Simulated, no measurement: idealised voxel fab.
process module | voxel self aligned vias
cross-section cut | 170 nm wide | cells 5 nm
A cross-section is a grid of square cells, given in bands from the top down. A band is one or more rows of cells.
Each band's line starts with the height of the band's top and of its bottom, in nm. Then come its materials from left to right, each with its width in nm. One material with "throughout" fills the band from edge to edge. "air" is empty space.
Height 0 is the level under which the wafer as received is all one material. The lowest band goes on downwards, as in "0 down".
A width such as "30 to 40" changes by the same amount from each row of cells to the next, from the band's top row to its bottom row.
"no change" after a step means that no cell of the cross-section changed.
closed voids: empty space of 8 cells or more with no open way to the top, each as width x height at its distance from the left edge, in nm
after a step's settings: what the simulator itself notes on the step
overlay nm, on a step with a mask: how far to the right of its planned place the mask lay; to the left if negative
plan
1 op RECEIVE | material Si
2 op CONFORMAL_DEP | material SiO2 | thk nm 10
3 op CONFORMAL_DEP | material SiCN | thk nm 5
4 op DIRECTIONAL_DEP | material SiO2 | thk nm 30
5 op DIRECTIONAL_DEP | material aC | thk nm 10
6 op PATTERN | tone open | mask id LINES | material resist | width nm 20 | pitch nm 45 | thk nm 25 | overlay nm 0
7 op DIRECTIONAL_ETCH | etch materials aC | depth nm 10
8 op STRIP | etch materials resist
9 op DIRECTIONAL_ETCH | etch materials SiO2 | depth nm 30
10 op STRIP | etch materials aC
11 op CONFORMAL_DEP | material TiN | thk nm 5
12 op FILL_DEP | material W | thk nm 10
13 op CMP | height nm 45
14 op SELECTIVE_ETCH | etch materials W Ru TiN | depth nm 10
15 op FILL_DEP | material SiN | thk nm 10
16 op CMP | height nm 45
17 op DIRECTIONAL_DEP | material SiO2 | thk nm 15
18 op PATTERN | tone open | mask id VIAS | material resist | width nm 30 | pitch nm 45 | thk nm 15 | overlay nm 0
19 op DIRECTIONAL_ETCH | etch materials SiO2 | depth nm 15
20 op DIRECTIONAL_ETCH | etch materials SiN | depth nm 10
21 op STRIP | etch materials resist
22 op CONFORMAL_DEP | material TiN | thk nm 5
23 op FILL_DEP | material W | thk nm 5
24 op CMP | height nm 60
25 op CONFORMAL_DEP | material SiCN | thk nm 5
first wafer, as planned
as received, after step 1
  0 down: Si throughout
  closed voids: none
after step 2
  10 to 0: SiO2 throughout
  below 0: unchanged
after step 3
  15 to 10: SiCN throughout
  below 10: unchanged
after step 4
  45 to 15: SiO2 throughout
  below 15: unchanged
after step 5
  55 to 45: aC throughout
  below 45: unchanged
after step 6
  80 to 55: resist 50 | air 20 | resist 25 | air 20 | resist 55
  below 55: unchanged
after step 7
  70 to 55: resist 50 | air 20 | resist 25 | air 20 | resist 55
  55 to 45: aC 50 | air 20 | aC 25 | air 20 | aC 55
  below 45: unchanged
after step 8
  55 to 45: aC 50 | air 20 | aC 25 | air 20 | aC 55
  below 45: unchanged
after step 9
  55 to 45: aC 50 | air 20 | aC 25 | air 20 | aC 55
  45 to 15: SiO2 50 | air 20 | SiO2 25 | air 20 | SiO2 55
  below 15: unchanged
after step 10
  45 to 15: SiO2 50 | air 20 | SiO2 25 | air 20 | SiO2 55
  below 15: unchanged
after step 11
  50 to 45: TiN 55 | air 10 | TiN 35 | air 10 | TiN 60
  45 to 20: SiO2 50 | TiN 5 | air 10 | TiN 5 | SiO2 25 | TiN 5 | air 10 | TiN 5 | SiO2 55
  20 to 15: SiO2 50 | TiN 20 | SiO2 25 | TiN 20 | SiO2 55
  below 15: unchanged
after step 12
  60 to 50: W throughout
  50 to 45: TiN 55 | W 10 | TiN 35 | W 10 | TiN 60
  45 to 20: SiO2 50 | TiN 5 | W 10 | TiN 5 | SiO2 25 | TiN 5 | W 10 | TiN 5 | SiO2 55
  below 20: unchanged
after step 13
  45 to 20: SiO2 50 | TiN 5 | W 10 | TiN 5 | SiO2 25 | TiN 5 | W 10 | TiN 5 | SiO2 55
  below 20: unchanged
after step 14
  45 to 35: SiO2 50 | air 20 | SiO2 25 | air 20 | SiO2 55
  below 35: unchanged
after step 15
  55 to 45: SiN throughout
  45 to 35: SiO2 50 | SiN 20 | SiO2 25 | SiN 20 | SiO2 55
  below 35: unchanged
after step 16
  45 to 35: SiO2 50 | SiN 20 | SiO2 25 | SiN 20 | SiO2 55
  below 35: unchanged
after step 17
  60 to 45: SiO2 throughout
  below 45: unchanged
after step 18
  75 to 60: resist 45 | air 30 | resist 15 | air 30 | resist 50
  below 60: unchanged
after step 19
  75 to 60: resist 45 | air 30 | resist 15 | air 30 | resist 50
  60 to 45: SiO2 45 | air 30 | SiO2 15 | air 30 | SiO2 50
  below 45: unchanged
after step 20
  75 to 60: resist 45 | air 30 | resist 15 | air 30 | resist 50
  60 to 45: SiO2 45 | air 30 | SiO2 15 | air 30 | SiO2 50
  45 to 35: SiO2 50 | air 20 | SiO2 25 | air 20 | SiO2 55
  below 35: unchanged
after step 21
  60 to 45: SiO2 45 | air 30 | SiO2 15 | air 30 | SiO2 50
  below 45: unchanged
after step 22
  65 to 60: TiN 50 | air 20 | TiN 25 | air 20 | TiN 55
  60 to 50: SiO2 45 | TiN 5 | air 20 | TiN 5 | SiO2 15 | TiN 5 | air 20 | TiN 5 | SiO2 50
  50 to 40: SiO2 45 to 50 | TiN 10 to 5 | air 10 | TiN 10 to 5 | SiO2 15 to 25 | TiN 10 to 5 | air 10 | TiN 10 to 5 | SiO2 50 to 55
  40 to 35: SiO2 50 | TiN 20 | SiO2 25 | TiN 20 | SiO2 55
  below 35: unchanged
after step 23
  70 to 65: W throughout
  65 to 60: TiN 50 | W 20 | TiN 25 | W 20 | TiN 55
  60 to 50: SiO2 45 | TiN 5 | W 20 | TiN 5 | SiO2 15 | TiN 5 | W 20 | TiN 5 | SiO2 50
  50 to 40: SiO2 45 to 50 | TiN 10 to 5 | W 10 | TiN 10 to 5 | SiO2 15 to 25 | TiN 10 to 5 | W 10 | TiN 10 to 5 | SiO2 50 to 55
  below 40: unchanged
after step 24
  60 to 50: SiO2 45 | TiN 5 | W 20 | TiN 5 | SiO2 15 | TiN 5 | W 20 | TiN 5 | SiO2 50
  below 50: unchanged
after step 25
  65 to 60: SiCN throughout
  below 60: unchanged
second wafer: like start, like plan, one mistake. Through step 5 it matches the first wafer
when step 6 should have ended
  80 to 55: air 50 | resist 20 | air 25 | resist 20 | air 55
  below 55: unchanged
when step 7 should have ended
  70 to 55: air 50 | resist 20 | air 25 | resist 20 | air 55
  55 to 45: air 50 | aC 20 | air 25 | aC 20 | air 55
  below 45: unchanged
when step 8 should have ended
  55 to 45: air 50 | aC 20 | air 25 | aC 20 | air 55
  below 45: unchanged
when step 9 should have ended
  55 to 45: air 50 | aC 20 | air 25 | aC 20 | air 55
  45 to 15: air 50 | SiO2 20 | air 25 | SiO2 20 | air 55
  below 15: unchanged
when step 10 should have ended
  45 to 15: air 50 | SiO2 20 | air 25 | SiO2 20 | air 55
  below 15: unchanged
when step 11 should have ended
  50 to 45: air 45 | TiN 30 | air 15 | TiN 30 | air 50
  45 to 20: air 45 | TiN 5 | SiO2 20 | TiN 5 | air 15 | TiN 5 | SiO2 20 | TiN 5 | air 50
  20 to 15: TiN 50 | SiO2 20 | TiN 25 | SiO2 20 | TiN 55
  below 15: unchanged
when step 12 should have ended
  60 to 50: W throughout
  50 to 45: W 45 | TiN 30 | W 15 | TiN 30 | W 50
  45 to 20: W 45 | TiN 5 | SiO2 20 | TiN 5 | W 15 | TiN 5 | SiO2 20 | TiN 5 | W 50
  below 20: unchanged
when step 13 should have ended
  45 to 20: W 45 | TiN 5 | SiO2 20 | TiN 5 | W 15 | TiN 5 | SiO2 20 | TiN 5 | W 50
  below 20: unchanged
when step 14 should have ended
  45 to 35: air 50 | SiO2 20 | air 25 | SiO2 20 | air 55
  below 35: unchanged
when step 15 should have ended
  55 to 45: SiN throughout
  45 to 35: SiN 50 | SiO2 20 | SiN 25 | SiO2 20 | SiN 55
  below 35: unchanged
when step 16 should have ended
  45 to 35: SiN 50 | SiO2 20 | SiN 25 | SiO2 20 | SiN 55
  below 35: unchanged
when step 17 should have ended
  60 to 45: SiO2 throughout
  below 45: unchanged
when step 18 should have ended
  75 to 60: resist 45 | air 30 | resist 15 | air 30 | resist 50
  below 60: unchanged
when step 19 should have ended
  75 to 60: resist 45 | air 30 | resist 15 | air 30 | resist 50
  60 to 45: SiO2 45 | air 30 | SiO2 15 | air 30 | SiO2 50
  below 45: unchanged
when step 20 should have ended
  75 to 60: resist 45 | air 30 | resist 15 | air 30 | resist 50
  60 to 45: SiO2 45 | air 30 | SiO2 15 | air 30 | SiO2 50
  45 to 35: SiN 45 | air 5 | SiO2 20 | air 5 | SiN 15 | air 5 | SiO2 20 | air 5 | SiN 50
  below 35: unchanged
when step 21 should have ended
  60 to 45: SiO2 45 | air 30 | SiO2 15 | air 30 | SiO2 50
  below 45: unchanged
when step 22 should have ended
  65 to 60: TiN 50 | air 20 | TiN 25 | air 20 | TiN 55
  60 to 50: SiO2 45 | TiN 5 | air 20 | TiN 5 | SiO2 15 | TiN 5 | air 20 | TiN 5 | SiO2 50
  50 to 45: SiO2 45 | TiN 30 | SiO2 15 | TiN 30 | SiO2 50
  45 to 35: SiN 45 | TiN 5 | SiO2 20 | TiN 5 | SiN 15 | TiN 5 | SiO2 20 | TiN 5 | SiN 50
  below 35: unchanged
when step 23 should have ended
  70 to 65: W throughout
  65 to 60: TiN 50 | W 20 | TiN 25 | W 20 | TiN 55
  60 to 50: SiO2 45 | TiN 5 | W 20 | TiN 5 | SiO2 15 | TiN 5 | W 20 | TiN 5 | SiO2 50
  below 50: unchanged
when step 24 should have ended
  60 to 50: SiO2 45 | TiN 5 | W 20 | TiN 5 | SiO2 15 | TiN 5 | W 20 | TiN 5 | SiO2 50
  below 50: unchanged
when step 25 should have ended
  65 to 60: SiCN throughout
  below 60: unchanged
what went wrong: step 6 ran as: op PATTERN | tone cover | mask id LINES | material resist | width nm 20 | pitch nm 45 | thk nm 25 | overlay nm 0
at the end the second wafer has, in cells: 44 more of SiN | 108 fewer of SiO2 | 18 more of TiN | 46 more of W
